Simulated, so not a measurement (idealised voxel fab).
Process module under the name voxel ribs on slabs
Square cells of 5 nm make up the cross-section cut, whose width is 145 nm.
For the purposes of this document, a cross-section shall be understood as a grid of square cells, specified as bands listed in top-to-bottom order, each band consisting of one or more rows of cells.
The entry gives the band's vertical extent as a top height and a bottom height in nm, then its horizontal make-up as materials from left to right, each with a width in nm. "blank" stands for empty space; a single material marked "full width" fills the band edge to edge.
Beneath 0, the wafer as received is one material, and that level is where height counting begins. The lowest band goes on downward without a bottom; it is written like "0 nm and below".
A width given as "30..40" starts at the first number in the band's top row and ends at the second number in its bottom row, shifting by an equal amount at every step from row to row.
Step marked "nothing was modified"? Then no cell in the cross-section changed in it.
In the "Cavities, closed" entry, you get each enclosed empty space of 8 cells or more, one with no open way to the top, written width x height at distance, distance from the left edge, in nm.
Anything after a step's settings on that line? It's the simulator's own note about the step.
A step's line can hold "overlay nm"; with a mask on that step, the setting says how far right of the planned place the mask lay, while a negative setting says it lay to the left.

STEPS IN THE PROCESS PLAN
1,RECEIVE, material Si
2,DIRECTIONAL_DEP, material SiO2, thk nm 30
3,DIRECTIONAL_DEP, material polySi, thk nm 20
4,DIRECTIONAL_DEP, material aC, thk nm 15
5,PATTERN, tone cover, mask id RIB, material resist, width nm 30, thk nm 35, overlay nm 0
6,DIRECTIONAL_ETCH, etch materials aC, depth nm 15
7,STRIP, etch materials resist
8,DIRECTIONAL_ETCH, etch materials polySi, depth nm 15
9,STRIP, etch materials aC
10,PATTERN, tone cover, mask id SLAB, material resist, width nm 90, thk nm 15, overlay nm 0
11,DIRECTIONAL_ETCH, etch materials polySi, depth nm 5
12,STRIP, etch materials resist
13,FILL_DEP, material SiO2, thk nm 25
14,CMP, height nm 70
15,DIRECTIONAL_DEP, material TiN, thk nm 5
16,PATTERN, tone cover, mask id HEATER, material resist, width nm 40, thk nm 15, overlay nm 0
17,DIRECTIONAL_ETCH, etch materials TiN, depth nm 5
18,STRIP, etch materials resist
19,CONFORMAL_DEP, material SiO2, thk nm 10

FIRST WAFER, AS PLANNED

CROSS-SECTION OF THE WAFER AT RECEIPT, WHICH IS THE CONDITION AFTER STEP 1
- 0 nm and below = Si full width
- Cavities, closed: none

WAFER AFTER STEP 2 (CROSS-SECTION)
- 30 nm to 0 nm = SiO2 full width
- Below 0, the layers are the same as they were.

WAFER AFTER STEP 3 (CROSS-SECTION)
- 50 nm to 30 nm = polySi full width
- Below 30, the layers are the same as they were.

WAFER AFTER STEP 4 (CROSS-SECTION)
- 65 nm to 50 nm = aC full width
- Below 50, the layers are the same as they were.

WAFER AFTER STEP 5 (CROSS-SECTION)
- 100 nm to 65 nm = blank=55  resist=30  blank=60
- Below 65, the layers are the same as they were.

WAFER AFTER STEP 6 (CROSS-SECTION)
- 85 nm to 65 nm = blank=55  resist=30  blank=60
- 65 nm to 50 nm = blank=55  aC=30  blank=60
- Below 50, the layers are the same as they were.

WAFER AFTER STEP 7 (CROSS-SECTION)
- 65 nm to 50 nm = blank=55  aC=30  blank=60
- Below 50, the layers are the same as they were.

WAFER AFTER STEP 8 (CROSS-SECTION)
- 65 nm to 50 nm = blank=55  aC=30  blank=60
- 50 nm to 35 nm = blank=55  polySi=30  blank=60
- Below 35, the layers are the same as they were.

WAFER AFTER STEP 9 (CROSS-SECTION)
- 50 nm to 35 nm = blank=55  polySi=30  blank=60
- Below 35, the layers are the same as they were.

WAFER AFTER STEP 10 (CROSS-SECTION)
- 65 nm to 50 nm = blank=25  resist=90  blank=30
- 50 nm to 35 nm = blank=25  resist=30  polySi=30  resist=30  blank=30
- Below 35, the layers are the same as they were.

WAFER AFTER STEP 11 (CROSS-SECTION)
- 65 nm to 50 nm = blank=25  resist=90  blank=30
- 50 nm to 35 nm = blank=25  resist=30  polySi=30  resist=30  blank=30
- 35 nm to 30 nm = blank=25  polySi=90  blank=30
- Below 30, the layers are the same as they were.

WAFER AFTER STEP 12 (CROSS-SECTION)
- 50 nm to 35 nm = blank=55  polySi=30  blank=60
- Below 35, the layers are the same as they were.

WAFER AFTER STEP 13 (CROSS-SECTION)
- 75 nm to 50 nm = SiO2 full width
- 50 nm to 35 nm = SiO2=55  polySi=30  SiO2=60
- 35 nm to 30 nm = SiO2=25  polySi=90  SiO2=30
- Below 30, the layers are the same as they were.

WAFER AFTER STEP 14 (CROSS-SECTION)
- 70 nm to 50 nm = SiO2 full width
- Below 50, the layers are the same as they were.

WAFER AFTER STEP 15 (CROSS-SECTION)
- 75 nm to 70 nm = TiN full width
- Below 70, the layers are the same as they were.

WAFER AFTER STEP 16 (CROSS-SECTION)
- 90 nm to 75 nm = blank=50  resist=40  blank=55
- Below 75, the layers are the same as they were.

WAFER AFTER STEP 17 (CROSS-SECTION)
- 90 nm to 75 nm = blank=50  resist=40  blank=55
- 75 nm to 70 nm = blank=50  TiN=40  blank=55
- Below 70, the layers are the same as they were.

WAFER AFTER STEP 18 (CROSS-SECTION)
- 75 nm to 70 nm = blank=50  TiN=40  blank=55
- Below 70, the layers are the same as they were.

WAFER AFTER STEP 19 (CROSS-SECTION)
- 85 nm to 80 nm = blank=40  SiO2=60  blank=45
- 80 nm to 75 nm = SiO2 full width
- 75 nm to 70 nm = SiO2=50  TiN=40  SiO2=55
- Below 70, the layers are the same as they were.

THE SECOND WAFER: COMMON ORIGIN AND PLAN, ONE MISTAKE IN EXECUTION, IDENTICAL TO THE FIRST THROUGH STEP 18

Second wafer shown in cross-section at the time step 19 was slated to end: nothing was modified
What was the processing mistake? execution of step 19 of the plan did not take place, the step having been omitted
The closing comparison, in cells, has the second wafer with more or fewer of some materials than the first: SiO2 -62
